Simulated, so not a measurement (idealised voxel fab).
Process module heading - voxel ribs on slabs
Cross-sectional view cut (width: 155 nm; square cell size: 5 nm).
Cross-sections here: square-cell grids, written as top-down lists of bands, a band being one or more rows of cells.
Top height, bottom height, nm. Materials left to right, width each, nm. Single material + "edge to edge" = fills band edge to edge. "air" = empty.
Zero point of the height axis is 0; under it, received wafer = one material. Lowest band: continues down indefinitely, "top 0, no bottom".
The expression "30 to 40" gives the width at the extremes of the band, the first number at its top row of cells and the second at its bottom row, with the width changing by equal amounts from each row to the next in between.
"nothing altered" means the step left every cell of the cross-section as it was.
Basically, "Voids, sealed" tells you about the enclosed voids: empty spaces with no open way to the top, 8 cells or bigger, each written width x height at distance, where distance is from the left edge, all in nm.
On each step's line, the part that comes after the settings is the simulator's own comment on the step.
overlay nm: step with mask; distance mask lay right of planned place; negative value = left of planned place.
Intended process steps:
1) op RECEIVE | material Si
2) op DIRECTIONAL_DEP | material SiO2 | thk nm 20
3) op DIRECTIONAL_DEP | material polySi | thk nm 25
4) op MASKED_ETCH | tone cover | mask id RIB | width nm 30 | etch materials polySi | depth nm 20 | overlay nm 0
5) op DIRECTIONAL_DEP | material aC | thk nm 15
6) op PATTERN | tone cover | mask id SLAB | material resist | width nm 60 | thk nm 35 | overlay nm 0
7) op DIRECTIONAL_ETCH | etch materials aC | depth nm 15
8) op STRIP | etch materials resist
9) op DIRECTIONAL_ETCH | etch materials polySi | depth nm 5
10) op STRIP | etch materials aC
11) op FILL_DEP | material SiO2 | thk nm 20
12) op CMP | height nm 60
13) op DIRECTIONAL_DEP | material W | thk nm 10
14) op PATTERN | tone cover | mask id HEATER | material resist | width nm 40 | thk nm 15 | overlay nm 0
15) op DIRECTIONAL_ETCH | etch materials W | depth nm 10
16) op STRIP | etch materials resist
17) op CONFORMAL_DEP | material SiO2 | thk nm 10
As-received wafer cross-section (after step 1):
top 0, no bottom  Si edge to edge
Voids, sealed: none
Cross-sectional result after module completion. Note: starting condition and plan are unchanged from above; one processing mistake was made:
top 85, bottom 75  air (40); SiO2 (70); air (45)
top 75, bottom 70  SiO2 edge to edge
top 70, bottom 60  SiO2 (55); W (40); SiO2 (60)
top 60, bottom 45  SiO2 edge to edge
top 45, bottom 25  SiO2 (60); polySi (30); SiO2 (65)
top 25, bottom 20  SiO2 (45); polySi (60); SiO2 (50)
top 20, bottom 0  SiO2 edge to edge
top 0, no bottom  Si edge to edge
Voids, sealed: none
Plan not followed: step 17 did not use the planned setting and instead ran as op CONFORMAL_DEP | material SiO2 | thk nm 15
